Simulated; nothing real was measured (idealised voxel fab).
Process module in this document: voxel wiring stack
Pictured: cross-section cut, 280 nm wide, on a grid of 5 nm square cells.
Reading order for cross-sections: top band down to bottom band. Underlying form: a grid of square cells. Band size: one or more rows of cells.
Basically the band line says how high the top is and how high the bottom is, in nm, and then what's in it from left to right, every material with its width in nm. Empty space shows up as "air", and if a single material carries "full width" it runs the full band edge to edge.
The level at which height equals 0 is the one under which the wafer, as it arrives, is entirely one material. No lower edge exists for the bottom band, which continues downward and is notated as in "z 0 and below".
So if you see something like "30 to 40" for the width, read it as the top row of the band sitting at the first number and the bottom row at the second, with every row in between moving by the same amount as the last.
"remained the same" after a step means that no cell of the cross-section changed.
"Fully sealed cavities" means: voids of 8 cells or more that are shut off from the top with no open way through. Written width x height at distance, distance from the left edge, in nm.
The remark found on a step's line after its settings is issued by the simulator itself and pertains to that step.
overlay nm: mask right of planned place by this much (step with mask). Neg. = left.

**Process steps (planned)**
1,RECEIVE: material Si
2,CONFORMAL_DEP: material SiO2, thk nm 10
3,CONFORMAL_DEP: material SiN, thk nm 5
4,DIRECTIONAL_DEP: material lowk, thk nm 25
5,PATTERN: tone open, mask id METAL_1, material resist, width nm 30, pitch nm 60, thk nm 15, overlay nm 0
6,DIRECTIONAL_ETCH: etch materials lowk, depth nm 25
7,DIRECTIONAL_ETCH: etch materials SiN, depth nm 5
8,STRIP: etch materials resist
9,CONFORMAL_DEP: material TiN, thk nm 5
10,FILL_DEP: material W, thk nm 5
11,CMP: height nm 40
12,CONFORMAL_DEP: material SiCN, thk nm 5
13,DIRECTIONAL_DEP: material lowk, thk nm 20
14,DIRECTIONAL_DEP: material aC, thk nm 15
15,PATTERN: tone open, mask id PLUG_1, material resist, width nm 15, pitch nm 120, thk nm 30, overlay nm 0
16,DIRECTIONAL_ETCH: etch materials aC, depth nm 15
17,STRIP: etch materials resist
18,DIRECTIONAL_ETCH: etch materials lowk, depth nm 20
19,DIRECTIONAL_ETCH: etch materials SiCN, depth nm 5
20,STRIP: etch materials aC
21,EPI: material Ru, thk nm 10
22,EPI: material Ru, thk nm 10
23,EPI: material Ru, thk nm 5
24,CONFORMAL_DEP: material SiCN, thk nm 5
25,DIRECTIONAL_DEP: material lowk, thk nm 25
26,MASKED_ETCH: tone open, mask id METAL_2, width nm 30, pitch nm 60, etch materials lowk, depth nm 25, overlay nm 0
27,MASKED_ETCH: tone open, mask id METAL_2, width nm 30, pitch nm 60, etch materials SiCN, depth nm 5, overlay nm 0
28,CONFORMAL_DEP: material TiN, thk nm 5
29,FILL_DEP: material Cu, thk nm 10
30,CMP: height nm 95
31,CONFORMAL_DEP: material SiCN, thk nm 5
32,DIRECTIONAL_DEP: material SiO2, thk nm 35
33,DIRECTIONAL_DEP: material aC, thk nm 10
34,PATTERN: tone open, mask id METAL_3, material resist, width nm 30, pitch nm 60, thk nm 30, overlay nm 0
35,DIRECTIONAL_ETCH: etch materials aC, depth nm 10
36,STRIP: etch materials resist
37,DIRECTIONAL_ETCH: etch materials SiO2, depth nm 20
38,STRIP: etch materials aC
39,PATTERN: tone open, mask id METAL_3_HOLES, material resist, width nm 15, pitch nm 120, thk nm 15, overlay nm 0
40,DIRECTIONAL_ETCH: etch materials SiO2, depth nm 15
41,DIRECTIONAL_ETCH: etch materials SiCN, depth nm 5
42,STRIP: etch materials resist
43,CONFORMAL_DEP: material TiN, thk nm 5
44,FILL_DEP: material Cu, thk nm 10
45,CMP: height nm 135
46,CONFORMAL_DEP: material SiN, thk nm 5

**Delivered wafer in cross-section: state after step 1**
z 0 and below = Si full width
Fully sealed cavities: none

**Below is the wafer in cross-section after the module was completed. It began from the starting point shown above and followed the plan shown above, except that one mistake was made while running it**
z 140 to 135 = SiN full width
z 135 to 130 = 65 of SiO2 | 5 of TiN | 5 of Cu | 20 of TiN | 30 of SiO2 | 30 of TiN | 30 of SiO2 | 5 of TiN | 5 of Cu | 20 of TiN | 65 of SiO2
z 130 to 115 = 65 of SiO2 | 5 of TiN | 5 of Cu | 5 of TiN | 105 of SiO2 | 5 of TiN | 5 of Cu | 5 of TiN | 80 of SiO2
z 115 to 110 = 65 of SiCN | 15 of TiN | 105 of SiCN | 15 of TiN | 80 of SiCN
z 110 to 100 = Cu full width
z 100 to 95 = 70 of TiN | 20 of Cu | 40 of TiN | 20 of Cu | 40 of TiN | 20 of Cu | 70 of TiN
z 95 to 70 = 65 of lowk | 5 of TiN | 20 of Cu | 5 of TiN | 30 of lowk | 5 of TiN | 20 of Cu | 5 of TiN | 30 of lowk | 5 of TiN | 20 of Cu | 5 of TiN | 65 of lowk
z 70 to 65 = 65 of SiCN | 30 of TiN | 30 of SiCN | 30 of TiN | 30 of SiCN | 30 of TiN | 65 of SiCN
z 65 to 45 = 65 of lowk | 15 of Ru | 105 of lowk | 15 of Ru | 80 of lowk
z 45 to 40 = 65 of SiCN | 15 of Ru | 105 of SiCN | 15 of Ru | 80 of SiCN
z 40 to 15 = 65 of lowk | 5 of TiN | 20 of W | 5 of TiN | 30 of lowk | 5 of TiN | 20 of W | 5 of TiN | 30 of lowk | 5 of TiN | 20 of W | 5 of TiN | 65 of lowk
z 15 to 10 = 65 of SiN | 30 of TiN | 30 of SiN | 30 of TiN | 30 of SiN | 30 of TiN | 65 of SiN
z 10 to 0 = SiO2 full width
z 0 and below = Si full width
Fully sealed cavities: none
What was the processing mistake? the plan's step 30 went unexecuted, having been skipped
